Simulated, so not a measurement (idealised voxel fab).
process module | voxel wiring stack
cross-section cut | 230 nm wide | cells 5 nm
A cross-section is a grid of square cells, given in bands from the top down. A band is one or more rows of cells.
Each band's line starts with the height of the band's top and of its bottom, in nm. Then come its materials from left to right, each with its width in nm. One material with "throughout" fills the band from edge to edge. "air" is empty space.
Height 0 is the level under which the wafer as received is all one material. The lowest band goes on downwards, as in "0 down".
A width such as "30 to 40" changes by the same amount from each row of cells to the next, from the band's top row to its bottom row.
"no change" after a step means that no cell of the cross-section changed.
closed voids: empty space of 8 cells or more with no open way to the top, each as width x height at its distance from the left edge, in nm
after a step's settings: what the simulator itself notes on the step
overlay nm, on a step with a mask: how far to the right of its planned place the mask lay; to the left if negative
plan
1 op RECEIVE | material Si
2 op CONFORMAL_DEP | material SiO2 | thk nm 10
3 op DIRECTIONAL_DEP | material TiN | thk nm 5
4 op DIRECTIONAL_DEP | material W | thk nm 20
5 op DIRECTIONAL_DEP | material aC | thk nm 10
6 op PATTERN | tone cover | mask id METAL_1 | material resist | width nm 25 | pitch nm 55 | thk nm 30 | overlay nm 0
7 op DIRECTIONAL_ETCH | etch materials aC | depth nm 10
8 op STRIP | etch materials resist
9 op DIRECTIONAL_ETCH | etch materials W | depth nm 20
10 op DIRECTIONAL_ETCH | etch materials TiN | depth nm 5
11 op STRIP | etch materials aC
12 op CONFORMAL_DEP | material SiN | thk nm 5
13 op FILL_DEP | material lowk | thk nm 5
14 op CMP | height nm 35
15 op CONFORMAL_DEP | material SiCN | thk nm 5
16 op DIRECTIONAL_DEP | material lowk | thk nm 30
17 op DIRECTIONAL_DEP | material aC | thk nm 15
18 op PATTERN | tone open | mask id METAL_2_HOLES | material resist | width nm 15 | pitch nm 110 | thk nm 35 | overlay nm 0
19 op DIRECTIONAL_ETCH | etch materials aC | depth nm 15
20 op STRIP | etch materials resist
21 op DIRECTIONAL_ETCH | etch materials lowk | depth nm 30
22 op STRIP | etch materials aC
23 op DIRECTIONAL_DEP | material aC | thk nm 10
24 op PATTERN | tone open | mask id METAL_2 | material resist | width nm 25 | pitch nm 55 | thk nm 25 | overlay nm 0
25 op DIRECTIONAL_ETCH | etch materials aC | depth nm 10
26 op STRIP | etch materials resist
27 op DIRECTIONAL_ETCH | etch materials lowk | depth nm 20
28 op DIRECTIONAL_ETCH | etch materials SiCN | depth nm 5
29 op STRIP | etch materials aC
30 op CONFORMAL_DEP | material TiN | thk nm 5
31 op FILL_DEP | material Cu | thk nm 10
32 op CMP | height nm 70
33 op CONFORMAL_DEP | material SiCN | thk nm 5
34 op DIRECTIONAL_DEP | material SiO2 | thk nm 30
35 op MASKED_ETCH | tone open | mask id METAL_3_HOLES | width nm 15 | pitch nm 110 | etch materials SiO2 | depth nm 30 | overlay nm 0
36 op PATTERN | tone open | mask id METAL_3 | material resist | width nm 25 | pitch nm 55 | thk nm 15 | overlay nm 0
37 op DIRECTIONAL_ETCH | etch materials SiO2 | depth nm 15
38 op DIRECTIONAL_ETCH | etch materials SiCN | depth nm 5
39 op STRIP | etch materials resist
40 op CONFORMAL_DEP | material TiN | thk nm 5
41 op FILL_DEP | material Cu | thk nm 10
42 op CMP | height nm 105
43 op CONFORMAL_DEP | material SiCN | thk nm 5
44 op DIRECTIONAL_DEP | material SiO2 | thk nm 15
45 op PATTERN | tone open | mask id PLUG_3 | material resist | width nm 15 | pitch nm 55 | thk nm 15 | overlay nm 0
46 op DIRECTIONAL_ETCH | etch materials SiO2 | depth nm 15
47 op DIRECTIONAL_ETCH | etch materials SiCN | depth nm 5
48 op STRIP | etch materials resist
49 op EPI | material Ru | thk nm 10
50 op EPI | material Ru | thk nm 10
51 op DIRECTIONAL_DEP | material TiN | thk nm 5
52 op DIRECTIONAL_DEP | material Ru | thk nm 20
53 op DIRECTIONAL_DEP | material aC | thk nm 15
54 op PATTERN | tone cover | mask id METAL_4 | material resist | width nm 25 | pitch nm 55 | thk nm 35 | overlay nm 0
55 op DIRECTIONAL_ETCH | etch materials aC | depth nm 15
56 op STRIP | etch materials resist
57 op DIRECTIONAL_ETCH | etch materials Ru | depth nm 20
58 op DIRECTIONAL_ETCH | etch materials TiN | depth nm 5
59 op STRIP | etch materials aC
60 op CONFORMAL_DEP | material SiCN | thk nm 5
61 op FILL_DEP | material lowk | thk nm 5
62 op CMP | height nm 150
63 op CONFORMAL_DEP | material SiCN | thk nm 5
as received, after step 1
  0 down: Si throughout
  closed voids: none
first wafer at the end, as planned
  155 to 150: SiCN throughout
  150 to 130: lowk 15 | SiCN 5 | Ru 25 | SiCN 5 | lowk 20 | SiCN 5 | Ru 25 | SiCN 5 | lowk 20 | SiCN 5 | Ru 25 | SiCN 5 | lowk 20 | SiCN 5 | Ru 25 | SiCN 5 | lowk 15
  130 to 125: SiCN 20 | TiN 25 | SiCN 30 | TiN 25 | SiCN 30 | TiN 25 | SiCN 30 | TiN 25 | SiCN 20
  125 to 110: SiO2 20 | Ru 15 | SiO2 40 | Ru 15 | SiO2 40 | Ru 15 | SiO2 40 | Ru 15 | SiO2 30
  110 to 105: SiCN 20 | Ru 15 | SiCN 40 | Ru 15 | SiCN 40 | Ru 15 | SiCN 40 | Ru 15 | SiCN 30
  105 to 95: SiO2 20 | TiN 5 | Cu 15 | TiN 5 | SiO2 30 | TiN 5 | Cu 15 | TiN 5 | SiO2 30 | TiN 5 | Cu 15 | TiN 5 | SiO2 30 | TiN 5 | Cu 15 | TiN 5 | SiO2 20
  95 to 90: SiO2 20 | TiN 5 | Cu 5 | TiN 15 | SiO2 30 | TiN 25 | SiO2 30 | TiN 5 | Cu 5 | TiN 15 | SiO2 30 | TiN 25 | SiO2 20
  90 to 75: SiO2 20 | TiN 5 | Cu 5 | TiN 5 | SiO2 95 | TiN 5 | Cu 5 | TiN 5 | SiO2 85
  75 to 70: SiCN 20 | TiN 15 | SiCN 95 | TiN 15 | SiCN 85
  70 to 55: lowk 20 | TiN 5 | Cu 15 | TiN 5 | lowk 30 | TiN 5 | Cu 15 | TiN 5 | lowk 30 | TiN 5 | Cu 15 | TiN 5 | lowk 30 | TiN 5 | Cu 15 | TiN 5 | lowk 20
  55 to 50: lowk 20 | TiN 5 | Cu 5 | TiN 15 | lowk 30 | TiN 25 | lowk 30 | TiN 5 | Cu 5 | TiN 15 | lowk 30 | TiN 25 | lowk 20
  50 to 40: lowk 20 | TiN 5 | Cu 5 | TiN 5 | lowk 95 | TiN 5 | Cu 5 | TiN 5 | lowk 85
  40 to 35: SiCN 20 | TiN 15 | SiCN 95 | TiN 15 | SiCN 85
  35 to 15: lowk 15 | SiN 5 | W 25 | SiN 5 | lowk 20 | SiN 5 | W 25 | SiN 5 | lowk 20 | SiN 5 | W 25 | SiN 5 | lowk 20 | SiN 5 | W 25 | SiN 5 | lowk 15
  15 to 10: SiN 20 | TiN 25 | SiN 30 | TiN 25 | SiN 30 | TiN 25 | SiN 30 | TiN 25 | SiN 20
  10 to 0: SiO2 throughout
  0 down: Si throughout
  closed voids: none
second wafer at the end: like start, like plan, one mistake
  155 to 150: SiCN throughout
  150 to 145: lowk 15 | SiCN 20 | Ru 10 | SiCN 5 | lowk 20 | SiCN 20 | Ru 10 | SiCN 5 | lowk 20 | SiCN 20 | Ru 10 | SiCN 5 | lowk 20 | SiCN 20 | Ru 10 | SiCN 5 | lowk 15
  145 to 130: lowk 15 | SiCN 5 | Ru 25 | SiCN 5 | lowk 20 | SiCN 5 | Ru 25 | SiCN 5 | lowk 20 | SiCN 5 | Ru 25 | SiCN 5 | lowk 20 | SiCN 5 | Ru 25 | SiCN 5 | lowk 15
  130 to 125: SiCN 20 | Ru 15 | TiN 10 | SiCN 30 | Ru 15 | TiN 10 | SiCN 30 | Ru 15 | TiN 10 | SiCN 30 | Ru 15 | TiN 10 | SiCN 20
  125 to 120: SiCN 20 | TiN 15 | SiCN 40 | TiN 15 | SiCN 40 | TiN 15 | SiCN 40 | TiN 15 | SiCN 30
  120 to 105: SiO2 throughout
  105 to 95: SiO2 20 | TiN 5 | Cu 15 | TiN 5 | SiO2 30 | TiN 5 | Cu 15 | TiN 5 | SiO2 30 | TiN 5 | Cu 15 | TiN 5 | SiO2 30 | TiN 5 | Cu 15 | TiN 5 | SiO2 20
  95 to 90: SiO2 20 | TiN 5 | Cu 5 | TiN 15 | SiO2 30 | TiN 25 | SiO2 30 | TiN 5 | Cu 5 | TiN 15 | SiO2 30 | TiN 25 | SiO2 20
  90 to 75: SiO2 20 | TiN 5 | Cu 5 | TiN 5 | SiO2 95 | TiN 5 | Cu 5 | TiN 5 | SiO2 85
  75 to 70: SiCN 20 | TiN 15 | SiCN 95 | TiN 15 | SiCN 85
  70 to 55: lowk 20 | TiN 5 | Cu 15 | TiN 5 | lowk 30 | TiN 5 | Cu 15 | TiN 5 | lowk 30 | TiN 5 | Cu 15 | TiN 5 | lowk 30 | TiN 5 | Cu 15 | TiN 5 | lowk 20
  55 to 50: lowk 20 | TiN 5 | Cu 5 | TiN 15 | lowk 30 | TiN 25 | lowk 30 | TiN 5 | Cu 5 | TiN 15 | lowk 30 | TiN 25 | lowk 20
  50 to 40: lowk 20 | TiN 5 | Cu 5 | TiN 5 | lowk 95 | TiN 5 | Cu 5 | TiN 5 | lowk 85
  40 to 35: SiCN 20 | TiN 15 | SiCN 95 | TiN 15 | SiCN 85
  35 to 15: lowk 15 | SiN 5 | W 25 | SiN 5 | lowk 20 | SiN 5 | W 25 | SiN 5 | lowk 20 | SiN 5 | W 25 | SiN 5 | lowk 20 | SiN 5 | W 25 | SiN 5 | lowk 15
  15 to 10: SiN 20 | TiN 25 | SiN 30 | TiN 25 | SiN 30 | TiN 25 | SiN 30 | TiN 25 | SiN 20
  10 to 0: SiO2 throughout
  0 down: Si throughout
  closed voids: none
what went wrong: steps 43 and 44 were swapped
at the end the second wafer has, in cells: 48 fewer of Ru | 12 more of SiCN | 36 more of SiO2
